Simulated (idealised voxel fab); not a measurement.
This is a process module. Its name is voxel transistor to metal.
Each square cell in cross-section cut measures 5 nm, and the section as a whole is 215 nm wide.
Throughout this document, each cross-section is represented as a grid of square cells and is presented as a sequence of bands enumerated from the top downward, where a band comprises one or more rows of cells.
Within each band entry, the heights of the top and of the bottom of the band appear first, in that order and in nm; the materials of the band then follow from left to right, each with its corresponding width in nm. The designation "all across" on a single material indicates that it fills the band from edge to edge; the designation "air" indicates empty space.
Measure heights from 0. That's the level where, below it, the as-received wafer is all one material. The lowest band is bottomless and extends downward; write it as in "0..down".
A two-number width, for instance "30->40", indicates that the width is equal to the first number in the top row of the band and to the second number in the bottom row, and that it changes by a constant amount per row of cells.
"no change" (step): cross-section cells unchanged, all of them.
Empty spaces without an open route to the top, at least 8 cells in extent, make up the entry "Unvented internal voids"; each is given as width x height at distance, where the distance is measured from the left edge, and all are in nm.
after a step's settings: what the simulator itself notes on the step
overlay nm, on a step with a mask: how far to the right of its planned place the mask lay; to the left if negative
The planned process steps are enumerated hereunder:
step 1: RECEIVE (material Si)
step 2: CONFORMAL_DEP (material SiO2; thk nm 5)
step 3: CONFORMAL_DEP (material SiN; thk nm 15)
step 4: MASKED_ETCH (tone cover; mask id ACTIVE; width nm 100; etch materials SiN; depth nm 15; overlay nm 0)
step 5: MASKED_ETCH (tone cover; mask id ACTIVE; width nm 100; etch materials SiO2; depth nm 5; overlay nm 0)
step 6: MASKED_ETCH (tone cover; mask id ACTIVE; width nm 100; etch materials Si; depth nm 20; overlay nm 0)
step 7: OXIDIZE (depth nm 5)
step 8: FILL_DEP (material SiO2; thk nm 10)
step 9: CMP (height nm 20)
step 10: SELECTIVE_ETCH (etch materials SiO2; depth nm 10)
step 11: STRIP (etch materials SiN)
step 12: SELECTIVE_ETCH (etch materials SiO2; depth nm 5)
step 13: OXIDIZE (depth nm 5)
step 14: DIRECTIONAL_DEP (material polySi; thk nm 30)
step 15: DIRECTIONAL_DEP (material SiCN; thk nm 15)
step 16: DIRECTIONAL_DEP (material aC; thk nm 10)
step 17: PATTERN (tone cover; mask id GATE; material resist; width nm 20; thk nm 25; overlay nm 0)
step 18: DIRECTIONAL_ETCH (etch materials aC; depth nm 5)
step 19: STRIP (etch materials resist)
step 20: DIRECTIONAL_ETCH (etch materials SiCN; depth nm 25)
step 21: DIRECTIONAL_ETCH (etch materials polySi; depth nm 40)
step 22: STRIP (etch materials aC)
step 23: CONFORMAL_DEP (material SiO2; thk nm 5)
step 24: DIRECTIONAL_ETCH (etch materials SiO2; depth nm 5)
step 25: CONFORMAL_DEP (material SiN; thk nm 10)
step 26: DIRECTIONAL_ETCH (etch materials SiN; depth nm 10)
step 27: DIRECTIONAL_ETCH (etch materials SiO2; depth nm 5)
step 28: EPI (material SiGe; thk nm 5)
step 29: FILL_DEP (material SiO2; thk nm 10)
step 30: CMP (height nm 45)
step 31: DIRECTIONAL_DEP (material SiO2; thk nm 15)
step 32: DIRECTIONAL_DEP (material aC; thk nm 10)
step 33: PATTERN (tone open; mask id CONTACT; material resist; width nm 30; pitch nm 60; thk nm 30; overlay nm 0)
step 34: DIRECTIONAL_ETCH (etch materials aC; depth nm 10)
step 35: STRIP (etch materials resist)
step 36: DIRECTIONAL_ETCH (etch materials SiO2; depth nm 60)
step 37: STRIP (etch materials aC)
step 38: CONFORMAL_DEP (material TiN; thk nm 5)
step 39: FILL_DEP (material Ru; thk nm 5)
step 40: CMP (height nm 60)
step 41: DIRECTIONAL_DEP (material TiN; thk nm 5)
step 42: DIRECTIONAL_DEP (material Ru; thk nm 15)
step 43: MASKED_ETCH (tone cover; mask id METAL_1; width nm 20; pitch nm 70; etch materials Ru; depth nm 15; overlay nm 0)
step 44: MASKED_ETCH (tone cover; mask id METAL_1; width nm 20; pitch nm 70; etch materials TiN; depth nm 5; overlay nm 0)
step 45: CONFORMAL_DEP (material SiN; thk nm 5)
step 46: FILL_DEP (material lowk; thk nm 5)
step 47: CMP (height nm 80)
step 48: CONFORMAL_DEP (material SiCN; thk nm 5)
step 49: DIRECTIONAL_DEP (material SiO2; thk nm 25)
step 50: MASKED_ETCH (tone open; mask id METAL_2; width nm 20; pitch nm 70; etch materials SiO2; depth nm 15; overlay nm 0)
step 51: MASKED_ETCH (tone open; mask id METAL_2_HOLES; width nm 15; pitch nm 70; etch materials SiO2; depth nm 10; overlay nm 0)
step 52: MASKED_ETCH (tone open; mask id METAL_2_HOLES; width nm 15; pitch nm 70; etch materials SiCN; depth nm 5; overlay nm 0)
step 53: CONFORMAL_DEP (material TiN; thk nm 5)
step 54: FILL_DEP (material Cu; thk nm 5)
step 55: CMP (height nm 110)
step 56: CONFORMAL_DEP (material SiCN; thk nm 5)
Quick note for whoever runs this: the wafers start identical, but the depth nm at step 18 isn't the same across them. The plan just shows what the first wafer had.
Cross-section of the first incoming wafer of several, state after step 1:
* 0..down = Si all across
* Unvented internal voids: none
First wafer at the end, after step 56:
* 115..110 = SiCN all across
* 110..100 = SiO2 (60)  TiN (5)  Cu (10)  TiN (5)  SiO2 (50)  TiN (5)  Cu (10)  TiN (5)  SiO2 (65)
* 100..95 = SiO2 (60)  TiN (5)  Cu (5)  TiN (10)  SiO2 (50)  TiN (5)  Cu (5)  TiN (10)  SiO2 (65)
* 95..85 = SiO2 (60)  TiN (5)  Cu (5)  TiN (5)  SiO2 (55)  TiN (5)  Cu (5)  TiN (5)  SiO2 (70)
* 85..80 = SiCN (60)  TiN (15)  SiCN (55)  TiN (15)  SiCN (70)
* 80..65 = lowk (55)  SiN (5)  Ru (20)  SiN (5)  lowk (40)  SiN (5)  Ru (20)  SiN (5)  lowk (60)
* 65..60 = SiN (60)  TiN (20)  SiN (50)  TiN (20)  SiN (65)
* 60..50 = SiO2 (60)  TiN (5)  Ru (20)  TiN (5)  SiO2 (30)  TiN (5)  Ru (20)  TiN (5)  SiO2 (65)
* 50..45 = SiO2 (60)  TiN (30)  SiO2 (30)  TiN (30)  SiO2 (65)
* 45..35 = SiCN all across
* 35..30 = polySi (50)  SiCN (110)  polySi (55)
* 30..5 = polySi all across
* 5..0 = SiO2 (50)  polySi (110)  SiO2 (55)
* 0..-5 = SiO2 all across
* -5..-25 = SiO2 (60)  Si (90)  SiO2 (65)
* -25..down = Si all across
* Unvented internal voids: none
X-section, last wafer, module end:
* 115..110 = SiCN all across
* 110..100 = SiO2 (60)  TiN (5)  Cu (10)  TiN (5)  SiO2 (50)  TiN (5)  Cu (10)  TiN (5)  SiO2 (65)
* 100..95 = SiO2 (60)  TiN (5)  Cu (5)  TiN (10)  SiO2 (50)  TiN (5)  Cu (5)  TiN (10)  SiO2 (65)
* 95..85 = SiO2 (60)  TiN (5)  Cu (5)  TiN (5)  SiO2 (55)  TiN (5)  Cu (5)  TiN (5)  SiO2 (70)
* 85..80 = SiCN (60)  TiN (15)  SiCN (55)  TiN (15)  SiCN (70)
* 80..65 = lowk (55)  SiN (5)  Ru (20)  SiN (5)  lowk (40)  SiN (5)  Ru (20)  SiN (5)  lowk (60)
* 65..60 = SiN (60)  TiN (20)  SiN (50)  TiN (20)  SiN (65)
* 60..50 = SiO2 (60)  TiN (5)  Ru (20)  TiN (5)  SiO2 (30)  TiN (5)  Ru (20)  TiN (5)  SiO2 (65)
* 50..45 = SiO2 (60)  TiN (5)  Ru (10)  TiN (15)  SiO2 (30)  TiN (15)  Ru (10)  TiN (5)  SiO2 (65)
* 45..30 = SiO2 (60)  TiN (5)  Ru (10)  TiN (5)  SiN (10)  SiO2 (5)  SiCN (20)  SiO2 (5)  SiN (10)  TiN (5)  Ru (10)  TiN (5)  SiO2 (65)
* 30..10 = SiO2 (60)  TiN (5)  Ru (10)  TiN (5)  SiN (10)  SiO2 (5)  polySi (20)  SiO2 (5)  SiN (10)  TiN (5)  Ru (10)  TiN (5)  SiO2 (65)
* 10..5 = SiO2 (60)  TiN (10)  Ru (5)  TiN (5)  SiN (10)  SiO2 (5)  polySi (20)  SiO2 (5)  SiN (10)  TiN (5)  Ru (5)  TiN (10)  SiO2 (65)
* 5..0 = SiO2 (55)  SiN (10)  TiN (15)  SiN (10)  SiO2 (5)  polySi (20)  SiO2 (5)  SiN (10)  TiN (15)  SiN (10)  SiO2 (60)
* 0..-5 = SiO2 (65)  SiGe (15)  SiO2 (50)  SiGe (15)  SiO2 (70)
* -5..-25 = SiO2 (60)  Si (90)  SiO2 (65)
* -25..down = Si all across
* Unvented internal voids: none
The following table contains a row per wafer, in which are reported, at the conclusion of the module, the cells of each material gained (+) or lost (-) since the wafer's receipt, with its closed voids given thereafter:
depth nm 5; +14 Cu; +40 Ru; -143 Si; +188 SiCN; +47 SiN; +436 SiO2; +56 TiN; +93 lowk; +258 polySi; Unvented internal voids: none
depth nm 10; +14 Cu; +74 Ru; -143 Si; +92 SiCN; +6 SiGe; +87 SiN; +650 SiO2; +92 TiN; +93 lowk; +24 polySi; Unvented internal voids: none
depth nm 15; +14 Cu; +74 Ru; -143 Si; +92 SiCN; +6 SiGe; +87 SiN; +650 SiO2; +92 TiN; +93 lowk; +24 polySi; Unvented internal voids: none
depth nm 20; +14 Cu; +74 Ru; -143 Si; +92 SiCN; +6 SiGe; +87 SiN; +650 SiO2; +92 TiN; +93 lowk; +24 polySi; Unvented internal voids: none
depth nm 25; +14 Cu; +74 Ru; -143 Si; +92 SiCN; +6 SiGe; +87 SiN; +650 SiO2; +92 TiN; +93 lowk; +24 polySi; Unvented internal voids: none
